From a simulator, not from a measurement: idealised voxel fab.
Process module heading - voxel gate over fins
Cross-section cut: width 295 nm, square cells of 5 nm.
In what follows, cross-sections appear as grids of square cells, described through bands that run from the top down, where every band is one or more rows of cells.
Per band: top height and bottom height in nm, followed by the left-to-right materials and their widths in nm; "full width" marks a single material spanning edge to edge, "empty" marks empty space.
Height reference: 0 = level under which incoming wafer is all one material. Lowest band: no bottom, runs on downward, e.g. "top 0, no bottom".
The width entry "30..40" should be interpreted row by row: the top row of cells in the band takes the first number, the bottom row takes the second number, and the change between adjacent rows is uniform throughout.
Reading "no modification" for a step: not a cell of the cross-section changed in it.
You'll see "Enclosed empty spaces" listing empty spaces that have no way open to the top, as long as they're 8 cells or more; the notation is width x height at distance, where the distance is from the left edge, and all of it is in nm.
Read whatever lies past the settings on a step's line as the simulator's own remark about the step.
"overlay nm" answers the question of how far to the right of plan the mask lay on a step that has a mask, and when it is negative the answer is to the left.
**Listed below are the process steps as planned**
1,RECEIVE (material Si)
2,CONFORMAL_DEP (material SiN; thk nm 10)
3,MASKED_ETCH (tone cover; mask id FINS; width nm 15; pitch nm 55; etch materials SiN; depth nm 10; overlay nm 0)
4,MASKED_ETCH (tone cover; mask id FINS; width nm 15; pitch nm 55; etch materials Si; depth nm 30; overlay nm 0)
5,OXIDIZE (depth nm 5)
6,FILL_DEP (material SiO2; thk nm 5)
7,CMP (height nm 10)
8,MASKED_ETCH (tone open; mask id RAIL; width nm 15; etch materials SiO2; depth nm 35; overlay nm 0)
9,CONFORMAL_DEP (material TiN; thk nm 5)
10,FILL_DEP (material W; thk nm 10)
11,CMP (height nm 10)
12,SELECTIVE_ETCH (etch materials W Ru TiN; depth nm 30)
13,FILL_DEP (material SiO2; thk nm 5)
14,CMP (height nm 10)
15,SELECTIVE_ETCH (etch materials SiO2; depth nm 25)
16,STRIP (etch materials SiN)
17,CONFORMAL_DEP (material HfO2; thk nm 5)
18,CONFORMAL_DEP (material TiN; thk nm 5)
19,FILL_DEP (material W; thk nm 10)
20,CMP (height nm 15)
21,CONFORMAL_DEP (material SiN; thk nm 5)
**Wafer cross-section on receipt, i.e. after step 1**
    top 0, no bottom | Si full width
    Enclosed empty spaces: none
**a wafer at the end: this start, this plan, one mistake**
    top 20, bottom 15 | SiN full width
    top 15, bottom 10 | W full width
    top 10, bottom 5 | W 105 / HfO2 25 / W 30 / HfO2 25 / W 110
    top 5, bottom 0 | W 105 / HfO2 5 / TiN 15 / HfO2 5 / W 30 / HfO2 5 / TiN 15 / HfO2 5 / W 110
    top 0, bottom -5 | W 105 / HfO2 5 / TiN 5 / Si 5 / TiN 5 / HfO2 5 / W 30 / HfO2 5 / TiN 5 / Si 5 / TiN 5 / HfO2 5 / W 110
    top -5, bottom -10 | HfO2 110 / TiN 5 / Si 5 / TiN 5 / HfO2 40 / TiN 5 / Si 5 / TiN 5 / HfO2 115
    top -10, bottom -15 | TiN 115 / Si 5 / TiN 50 / Si 5 / TiN 120
    top -15, bottom -20 | SiO2 115 / Si 5 / SiO2 50 / Si 5 / SiO2 120
    top -20, bottom -25 | SiO2 115 / Si 5 / SiO2 15 / TiN 15 / SiO2 20 / Si 5 / SiO2 120
    top -25, bottom -35 | SiO2 115 / Si 5 / SiO2 50 / Si 5 / SiO2 120
    top -35, no bottom | Si full width
    Enclosed empty spaces: none
Want to know what went wrong? steps 17 and 18: order swapped relative to plan
